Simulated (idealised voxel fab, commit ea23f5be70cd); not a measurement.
process module | voxel self aligned vias
cross-section cut | 185 nm wide | cells 5 nm
A cross-section is a grid of square cells, given in bands from the top down. A band is one or more rows of cells.
Each band's line starts with the height of the band's top and of its bottom, in nm. Then come its materials from left to right, each with its width in nm. One material with "throughout" fills the band from edge to edge. "air" is empty space.
Height 0 is the level under which the wafer as received is all one material. The lowest band goes on downwards, as in "0 down".
A width such as "30 to 40" changes by the same amount from each row of cells to the next, from the band's top row to its bottom row.
"no change" after a step means that no cell of the cross-section changed.
closed voids: empty space of 8 cells or more with no open way to the top, each as width x height at its distance from the left edge, in nm
after a step's settings: what the simulator itself notes on the step
overlay nm, on a step with a mask: how far to the right of its planned place the mask lay; to the left if negative
plan
1 op RECEIVE | material Si
2 op CONFORMAL_DEP | material SiO2 | thk nm 15
3 op CONFORMAL_DEP | material SiCN | thk nm 5
4 op DIRECTIONAL_DEP | material SiO2 | thk nm 30
5 op DIRECTIONAL_DEP | material aC | thk nm 10
6 op PATTERN | tone open | mask id LINES | material resist | width nm 25 | pitch nm 50 | thk nm 25 | overlay nm 0
7 op DIRECTIONAL_ETCH | etch materials aC | depth nm 10
8 op STRIP | etch materials resist
9 op DIRECTIONAL_ETCH | etch materials SiO2 | depth nm 30
10 op STRIP | etch materials aC
11 op CONFORMAL_DEP | material TiN | thk nm 5
12 op FILL_DEP | material W | thk nm 5
13 op CMP | height nm 50
14 op SELECTIVE_ETCH | etch materials W Ru TiN | depth nm 5
15 op FILL_DEP | material SiN | thk nm 10
16 op CMP | height nm 50
17 op DIRECTIONAL_DEP | material SiO2 | thk nm 15
18 op MASKED_ETCH | tone open | mask id VIAS | width nm 35 | etch materials SiO2 | depth nm 15 | overlay nm 0
19 op MASKED_ETCH | tone open | mask id VIAS | width nm 35 | etch materials SiN | depth nm 5 | overlay nm 0
20 op CONFORMAL_DEP | material TiN | thk nm 5
21 op FILL_DEP | material Cu | thk nm 10
22 op CMP | height nm 65
23 op CONFORMAL_DEP | material SiCN | thk nm 5
first wafer, as planned
as received, after step 1
  0 down: Si throughout
  closed voids: none
after step 2
  15 to 0: SiO2 throughout
  below 0: unchanged
after step 3
  20 to 15: SiCN throughout
  below 15: unchanged
after step 4
  50 to 20: SiO2 throughout
  below 20: unchanged
after step 5
  60 to 50: aC throughout
  below 50: unchanged
after step 6
  85 to 60: resist 55 | air 25 | resist 25 | air 25 | resist 55
  below 60: unchanged
after step 7
  75 to 60: resist 55 | air 25 | resist 25 | air 25 | resist 55
  60 to 50: aC 55 | air 25 | aC 25 | air 25 | aC 55
  below 50: unchanged
after step 8
  60 to 50: aC 55 | air 25 | aC 25 | air 25 | aC 55
  below 50: unchanged
after step 9
  60 to 50: aC 55 | air 25 | aC 25 | air 25 | aC 55
  50 to 20: SiO2 55 | air 25 | SiO2 25 | air 25 | SiO2 55
  below 20: unchanged
after step 10
  50 to 20: SiO2 55 | air 25 | SiO2 25 | air 25 | SiO2 55
  below 20: unchanged
after step 11
  55 to 50: TiN 60 | air 15 | TiN 35 | air 15 | TiN 60
  50 to 25: SiO2 55 | TiN 5 | air 15 | TiN 5 | SiO2 25 | TiN 5 | air 15 | TiN 5 | SiO2 55
  25 to 20: SiO2 55 | TiN 25 | SiO2 25 | TiN 25 | SiO2 55
  below 20: unchanged
after step 12
  60 to 55: W throughout
  55 to 50: TiN 60 | W 15 | TiN 35 | W 15 | TiN 60
  50 to 25: SiO2 55 | TiN 5 | W 15 | TiN 5 | SiO2 25 | TiN 5 | W 15 | TiN 5 | SiO2 55
  below 25: unchanged
after step 13
  50 to 25: SiO2 55 | TiN 5 | W 15 | TiN 5 | SiO2 25 | TiN 5 | W 15 | TiN 5 | SiO2 55
  below 25: unchanged
after step 14
  50 to 45: SiO2 55 | air 25 | SiO2 25 | air 25 | SiO2 55
  below 45: unchanged
after step 15
  60 to 50: SiN throughout
  50 to 45: SiO2 55 | SiN 25 | SiO2 25 | SiN 25 | SiO2 55
  below 45: unchanged
after step 16
  50 to 45: SiO2 55 | SiN 25 | SiO2 25 | SiN 25 | SiO2 55
  below 45: unchanged
after step 17
  65 to 50: SiO2 throughout
  below 50: unchanged
after step 18
  65 to 50: SiO2 50 | air 35 | SiO2 100
  below 50: unchanged
after step 19
  65 to 50: SiO2 50 | air 35 | SiO2 100
  50 to 45: SiO2 55 | air 25 | SiO2 25 | SiN 25 | SiO2 55
  below 45: unchanged
after step 20
  70 to 65: TiN 55 | air 25 | TiN 105
  65 to 55: SiO2 50 | TiN 5 | air 25 | TiN 5 | SiO2 100
  55 to 50: SiO2 50 | TiN 10 | air 15 | TiN 10 | SiO2 100
  50 to 45: SiO2 55 | TiN 25 | SiO2 25 | SiN 25 | SiO2 55
  below 45: unchanged
after step 21
  80 to 70: Cu throughout
  70 to 65: TiN 55 | Cu 25 | TiN 105
  65 to 55: SiO2 50 | TiN 5 | Cu 25 | TiN 5 | SiO2 100
  55 to 50: SiO2 50 | TiN 10 | Cu 15 | TiN 10 | SiO2 100
  below 50: unchanged
after step 22
  65 to 55: SiO2 50 | TiN 5 | Cu 25 | TiN 5 | SiO2 100
  below 55: unchanged
after step 23
  70 to 65: SiCN throughout
  below 65: unchanged
second wafer: like start, like plan, one mistake. Through step 17 it matches the first wafer
when step 18 should have ended
  65 to 50: SiO2 55 | air 35 | SiO2 95
  below 50: unchanged
when step 19 should have ended
  65 to 50: SiO2 55 | air 35 | SiO2 95
  50 to 45: SiO2 55 | air 25 | SiO2 25 | SiN 25 | SiO2 55
  below 45: unchanged
when step 20 should have ended
  70 to 65: TiN 60 | air 25 | TiN 100
  65 to 55: SiO2 55 | TiN 5 | air 25 | TiN 5 | SiO2 95
  55 to 50: SiO2 55 | TiN 5 | air 15 | TiN 15 | SiO2 95
  50 to 45: SiO2 55 | TiN 25 | SiO2 25 | SiN 25 | SiO2 55
  below 45: unchanged
when step 21 should have ended
  80 to 70: Cu throughout
  70 to 65: TiN 60 | Cu 25 | TiN 100
  65 to 55: SiO2 55 | TiN 5 | Cu 25 | TiN 5 | SiO2 95
  55 to 50: SiO2 55 | TiN 5 | Cu 15 | TiN 15 | SiO2 95
  below 50: unchanged
when step 22 should have ended
  65 to 55: SiO2 55 | TiN 5 | Cu 25 | TiN 5 | SiO2 95
  below 55: unchanged
when step 23 should have ended
  70 to 65: SiCN throughout
  below 65: unchanged
what went wrong: step 18 ran as: op MASKED_ETCH | tone open | mask id VIAS | width nm 35 | etch materials SiO2 | depth nm 15 | overlay nm 5
at the end the second wafer has, in cells: as many of each material as the first, in other places
